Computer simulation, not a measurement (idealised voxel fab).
process module | voxel trench capacitor
cross-section cut | 250 nm wide | cells 5 nm
A cross-section is a grid of square cells, given in bands from the top down. A band is one or more rows of cells.
Each band's line starts with the height of the band's top and of its bottom, in nm. Then come its materials from left to right, each with its width in nm. One material with "throughout" fills the band from edge to edge. "air" is empty space.
Height 0 is the level under which the wafer as received is all one material. The lowest band goes on downwards, as in "0 down".
A width such as "30 to 40" changes by the same amount from each row of cells to the next, from the band's top row to its bottom row.
"no change" after a step means that no cell of the cross-section changed.
closed voids: empty space of 8 cells or more with no open way to the top, each as width x height at its distance from the left edge, in nm
after a step's settings: what the simulator itself notes on the step
overlay nm, on a step with a mask: how far to the right of its planned place the mask lay; to the left if negative
plan
1 op RECEIVE | material Si
2 op CONFORMAL_DEP | material SiN | thk nm 10
3 op DIRECTIONAL_DEP | material aC | thk nm 15
4 op PATTERN | tone open | mask id TRENCH | material resist | width nm 30 | pitch nm 60 | thk nm 35 | overlay nm 0
5 op DIRECTIONAL_ETCH | etch materials aC | depth nm 15
6 op STRIP | etch materials resist
7 op DIRECTIONAL_ETCH | etch materials SiN | depth nm 10
8 op DIRECTIONAL_ETCH | etch materials Si | depth nm 25
9 op STRIP | etch materials aC
10 op CONFORMAL_DEP | material Al2O3 | thk nm 5
11 op CONFORMAL_DEP | material TiN | thk nm 5
12 op FILL_DEP | material W | thk nm 5
13 op CMP | height nm 10
first wafer, as planned
as received, after step 1
  0 down: Si throughout
  closed voids: none
after step 2
  10 to 0: SiN throughout
  below 0: unchanged
after step 3
  25 to 10: aC throughout
  below 10: unchanged
after step 4
  60 to 25: resist 80 | air 30 | resist 30 | air 30 | resist 80
  below 25: unchanged
after step 5
  45 to 25: resist 80 | air 30 | resist 30 | air 30 | resist 80
  25 to 10: aC 80 | air 30 | aC 30 | air 30 | aC 80
  below 10: unchanged
after step 6
  25 to 10: aC 80 | air 30 | aC 30 | air 30 | aC 80
  below 10: unchanged
after step 7
  25 to 10: aC 80 | air 30 | aC 30 | air 30 | aC 80
  10 to 0: SiN 80 | air 30 | SiN 30 | air 30 | SiN 80
  below 0: unchanged
after step 8
  25 to 10: aC 80 | air 30 | aC 30 | air 30 | aC 80
  10 to 0: SiN 80 | air 30 | SiN 30 | air 30 | SiN 80
  0 to -25: Si 80 | air 30 | Si 30 | air 30 | Si 80
  below -25: unchanged
after step 9
  10 to 0: SiN 80 | air 30 | SiN 30 | air 30 | SiN 80
  below 0: unchanged
after step 10
  15 to 10: Al2O3 85 | air 20 | Al2O3 40 | air 20 | Al2O3 85
  10 to 0: SiN 80 | Al2O3 5 | air 20 | Al2O3 5 | SiN 30 | Al2O3 5 | air 20 | Al2O3 5 | SiN 80
  0 to -20: Si 80 | Al2O3 5 | air 20 | Al2O3 5 | Si 30 | Al2O3 5 | air 20 | Al2O3 5 | Si 80
  -20 to -25: Si 80 | Al2O3 30 | Si 30 | Al2O3 30 | Si 80
  below -25: unchanged
after step 11
  20 to 15: TiN 90 | air 10 | TiN 50 | air 10 | TiN 90
  15 to 10: Al2O3 85 | TiN 5 | air 10 | TiN 5 | Al2O3 40 | TiN 5 | air 10 | TiN 5 | Al2O3 85
  10 to 0: SiN 80 | Al2O3 5 | TiN 5 | air 10 | TiN 5 | Al2O3 5 | SiN 30 | Al2O3 5 | TiN 5 | air 10 | TiN 5 | Al2O3 5 | SiN 80
  0 to -15: Si 80 | Al2O3 5 | TiN 5 | air 10 | TiN 5 | Al2O3 5 | Si 30 | Al2O3 5 | TiN 5 | air 10 | TiN 5 | Al2O3 5 | Si 80
  -15 to -20: Si 80 | Al2O3 5 | TiN 20 | Al2O3 5 | Si 30 | Al2O3 5 | TiN 20 | Al2O3 5 | Si 80
  below -20: unchanged
after step 12
  25 to 20: W throughout
  20 to 15: TiN 90 | W 10 | TiN 50 | W 10 | TiN 90
  15 to 10: Al2O3 85 | TiN 5 | W 10 | TiN 5 | Al2O3 40 | TiN 5 | W 10 | TiN 5 | Al2O3 85
  10 to 0: SiN 80 | Al2O3 5 | TiN 5 | W 10 | TiN 5 | Al2O3 5 | SiN 30 | Al2O3 5 | TiN 5 | W 10 | TiN 5 | Al2O3 5 | SiN 80
  0 to -15: Si 80 | Al2O3 5 | TiN 5 | W 10 | TiN 5 | Al2O3 5 | Si 30 | Al2O3 5 | TiN 5 | W 10 | TiN 5 | Al2O3 5 | Si 80
  below -15: unchanged
after step 13
  10 to 0: SiN 80 | Al2O3 5 | TiN 5 | W 10 | TiN 5 | Al2O3 5 | SiN 30 | Al2O3 5 | TiN 5 | W 10 | TiN 5 | Al2O3 5 | SiN 80
  below 0: unchanged
second wafer: like start, like plan, one mistake. Through step 3 it matches the first wafer
when step 4 should have ended
  60 to 25: resist 70 | air 30 | resist 30 | air 30 | resist 90
  below 25: unchanged
when step 5 should have ended
  45 to 25: resist 70 | air 30 | resist 30 | air 30 | resist 90
  25 to 10: aC 70 | air 30 | aC 30 | air 30 | aC 90
  below 10: unchanged
when step 6 should have ended
  25 to 10: aC 70 | air 30 | aC 30 | air 30 | aC 90
  below 10: unchanged
when step 7 should have ended
  25 to 10: aC 70 | air 30 | aC 30 | air 30 | aC 90
  10 to 0: SiN 70 | air 30 | SiN 30 | air 30 | SiN 90
  below 0: unchanged
when step 8 should have ended
  25 to 10: aC 70 | air 30 | aC 30 | air 30 | aC 90
  10 to 0: SiN 70 | air 30 | SiN 30 | air 30 | SiN 90
  0 to -25: Si 70 | air 30 | Si 30 | air 30 | Si 90
  below -25: unchanged
when step 9 should have ended
  10 to 0: SiN 70 | air 30 | SiN 30 | air 30 | SiN 90
  below 0: unchanged
when step 10 should have ended
  15 to 10: Al2O3 75 | air 20 | Al2O3 40 | air 20 | Al2O3 95
  10 to 0: SiN 70 | Al2O3 5 | air 20 | Al2O3 5 | SiN 30 | Al2O3 5 | air 20 | Al2O3 5 | SiN 90
  0 to -20: Si 70 | Al2O3 5 | air 20 | Al2O3 5 | Si 30 | Al2O3 5 | air 20 | Al2O3 5 | Si 90
  -20 to -25: Si 70 | Al2O3 30 | Si 30 | Al2O3 30 | Si 90
  below -25: unchanged
when step 11 should have ended
  20 to 15: TiN 80 | air 10 | TiN 50 | air 10 | TiN 100
  15 to 10: Al2O3 75 | TiN 5 | air 10 | TiN 5 | Al2O3 40 | TiN 5 | air 10 | TiN 5 | Al2O3 95
  10 to 0: SiN 70 | Al2O3 5 | TiN 5 | air 10 | TiN 5 | Al2O3 5 | SiN 30 | Al2O3 5 | TiN 5 | air 10 | TiN 5 | Al2O3 5 | SiN 90
  0 to -15: Si 70 | Al2O3 5 | TiN 5 | air 10 | TiN 5 | Al2O3 5 | Si 30 | Al2O3 5 | TiN 5 | air 10 | TiN 5 | Al2O3 5 | Si 90
  -15 to -20: Si 70 | Al2O3 5 | TiN 20 | Al2O3 5 | Si 30 | Al2O3 5 | TiN 20 | Al2O3 5 | Si 90
  below -20: unchanged
when step 12 should have ended
  25 to 20: W throughout
  20 to 15: TiN 80 | W 10 | TiN 50 | W 10 | TiN 100
  15 to 10: Al2O3 75 | TiN 5 | W 10 | TiN 5 | Al2O3 40 | TiN 5 | W 10 | TiN 5 | Al2O3 95
  10 to 0: SiN 70 | Al2O3 5 | TiN 5 | W 10 | TiN 5 | Al2O3 5 | SiN 30 | Al2O3 5 | TiN 5 | W 10 | TiN 5 | Al2O3 5 | SiN 90
  0 to -15: Si 70 | Al2O3 5 | TiN 5 | W 10 | TiN 5 | Al2O3 5 | Si 30 | Al2O3 5 | TiN 5 | W 10 | TiN 5 | Al2O3 5 | Si 90
  below -15: unchanged
when step 13 should have ended
  10 to 0: SiN 70 | Al2O3 5 | TiN 5 | W 10 | TiN 5 | Al2O3 5 | SiN 30 | Al2O3 5 | TiN 5 | W 10 | TiN 5 | Al2O3 5 | SiN 90
  below 0: unchanged
what went wrong: step 4 ran as: op PATTERN | tone open | mask id TRENCH | material resist | width nm 30 | pitch nm 60 | thk nm 35 | overlay nm -10
at the end the second wafer has, in cells: as many of each material as the first, in other places
